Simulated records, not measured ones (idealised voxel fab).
Process module, titled voxel spacer lines
The width of the displayed cross-section, cut, is 240 nm; its cells are square, with a size of 5 nm.
A cross-section is a grid of square cells, given in bands from the top down. A band is one or more rows of cells. For a band, the entry starts with two heights in nm, that of the top and then that of the bottom, and carries on with the band's materials in order from left to right, each alongside its width in nm; the word "full width" beside a single material means it fills the band edge to edge, and "empty" means empty space. Height datum 0, below which the as-received substrate wafer is one material. Lowest band open at the bottom, running downward: "0 -> down". Read "30 to 40" as a graded width: first number on top, second number at the bottom, same change between each pair of neighbouring rows. Key: "identical to before" - step with no changed cell in the cross-section. Closed-off voids of 8+ cells (no open route to the top) go in "Voids, sealed", written width x height at distance from the left edge, in nm. That trailing text on a step's line, after the settings, is the simulator's own remark on the step. The setting "overlay nm" may be written on the line of a step. When the step uses a mask, the value reports how far to the right of the planned place the mask lay, and a negative value reports that it lay to the left.

LISTED BELOW ARE THE PROCESS STEPS AS PLANNED
1,op RECEIVE | material Si
2,op CONFORMAL_DEP | material SiO2 | thk nm 5
3,op DIRECTIONAL_DEP | material TiN | thk nm 20
4,op DIRECTIONAL_DEP | material aC | thk nm 20
5,op PATTERN | tone cover | mask id MANDREL | material resist | width nm 20 | pitch nm 70 | thk nm 30 | overlay nm 0
6,op DIRECTIONAL_ETCH | etch materials aC | depth nm 20
7,op STRIP | etch materials resist
8,op CONFORMAL_DEP | material SiN | thk nm 15
9,op DIRECTIONAL_ETCH | etch materials SiN | depth nm 15
10,op STRIP | etch materials aC
11,op DIRECTIONAL_ETCH | etch materials TiN | depth nm 20
12,op STRIP | etch materials SiN
13,op FILL_DEP | material SiO2 | thk nm 5
14,op CMP | height nm 25

SHOWN IN CROSS-SECTION IS THE WAFER AS RECEIVED, THAT IS, AS IT STANDS AFTER STEP 1
  0 -> down = Si full width
  Voids, sealed: none

SECTIONED VIEW, FIRST OF TWO WAFERS, AT THE CLOSE OF THE MODULE, PROCESSED AS INTENDED IN THE PLAN
  25 -> 5 = 60 nm SiO2, then 15 nm TiN, then 20 nm SiO2, then 15 nm TiN, then 20 nm SiO2, then 15 nm TiN, then 20 nm SiO2, then 15 nm TiN, then 60 nm SiO2
  5 -> 0 = SiO2 full width
  0 -> down = Si full width
  Voids, sealed: none

HERE IS THE SECOND OF THE TWO WAFERS CUT OPEN AT THE END OF THE MODULE - SAME START, SAME PLAN AS THE FIRST ONE, BUT WE MADE ONE MISTAKE RUNNING IT
  25 -> 20 = SiO2 full width
  20 -> 0 = 60 nm SiO2, then 15 nm TiN, then 20 nm SiO2, then 15 nm TiN, then 20 nm SiO2, then 15 nm TiN, then 20 nm SiO2, then 15 nm TiN, then 60 nm SiO2
  0 -> down = Si full width
  Voids, sealed: none
So what did we get wrong on this run? step 2 of the plan was omitted and not executed
Cell counts per material: same on both final wafers. Positions: different.
